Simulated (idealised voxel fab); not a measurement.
voxel self aligned vias: a process module
The cross-section shown here is cut; it is 140 nm wide and divided into square cells measuring 5 nm on a side.
Cross-sections here: square-cell grids, written as top-down lists of bands, a band being one or more rows of cells.
What a band's entry tells you: where the top is and where the bottom is, as heights in nm, and after that what lies inside, material by material from left to right, each with its width in nm. Empty space is written as the word "blank", and a single material marked with the word "throughout" occupies the band from edge to edge.
Counting heights begins at 0, where everything beneath is, in the wafer as received, one material. The lowest band has no bottom; it goes on downwards, as "z 0 and below" shows.
The notation "30..40" denotes a width that varies across the rows of cells in the band, beginning at the first number in the top row, finishing at the second number in the bottom row, and changing by an identical amount from each row to the next.
"no alteration" after a step means that no cell of the cross-section changed.
Under "Closed-off voids" you'll find the enclosed gaps, the ones with no way out to the top, that are 8 cells or bigger; each reads width x height at distance, with distance counted from the left edge, everything in nm.
That trailing text on a step's line, after the settings, is the simulator's own remark on the step.
overlay nm: on a step with a mask, how far right of its planned place the mask lay; negative means left.
So here's the lineup of process steps we planned
| 1 | RECEIVE (material Si) |
| 2 | CONFORMAL_DEP (material SiO2; thk nm 10) |
| 3 | CONFORMAL_DEP (material SiCN; thk nm 5) |
| 4 | DIRECTIONAL_DEP (material lowk; thk nm 20) |
| 5 | MASKED_ETCH (tone open; mask id LINES; width nm 30; pitch nm 70; etch materials lowk; depth nm 20; overlay nm 0) |
| 6 | CONFORMAL_DEP (material TiN; thk nm 5) |
| 7 | FILL_DEP (material Ru; thk nm 5) |
| 8 | CMP (height nm 35) |
| 9 | SELECTIVE_ETCH (etch materials W Ru TiN; depth nm 5) |
| 10 | FILL_DEP (material SiN; thk nm 10) |
| 11 | CMP (height nm 35) |
| 12 | DIRECTIONAL_DEP (material lowk; thk nm 20) |
| 13 | PATTERN (tone open; mask id VIAS; material resist; width nm 40; thk nm 20; overlay nm 0) |
| 14 | DIRECTIONAL_ETCH (etch materials lowk; depth nm 20) |
| 15 | DIRECTIONAL_ETCH (etch materials SiN; depth nm 5) |
| 16 | STRIP (etch materials resist) |
| 17 | CONFORMAL_DEP (material TiN; thk nm 5) |
| 18 | FILL_DEP (material Cu; thk nm 10) |
| 19 | CMP (height nm 55) |
| 20 | CONFORMAL_DEP (material SiCN; thk nm 5) |
As received (post step 1): cross-section
z 0 and below | Si throughout
Closed-off voids: none
The cross-section shown corresponds to the wafer at the conclusion of the module. The initial structure and the process plan are those presented above; however, one mistake occurred in executing the plan
z 60 to 55 | SiCN throughout
z 55 to 35 | lowk (15) | TiN (5) | Cu (30) | TiN (5) | lowk (85)
z 35 to 30 | SiN (15) | TiN (40) | SiN (85)
z 30 to 25 | TiN (25) | Ru (20) | TiN (50) | Ru (20) | TiN (25)
z 25 to 10 | lowk (20) | TiN (5) | Ru (20) | TiN (5) | lowk (40) | TiN (5) | Ru (20) | TiN (5) | lowk (20)
z 10 to 5 | lowk (20) | TiN (30) | lowk (40) | TiN (30) | lowk (20)
z 5 to 0 | SiCN throughout
z 0 and below | Si throughout
Closed-off voids: none
What was the processing mistake? plan step 2 skipped
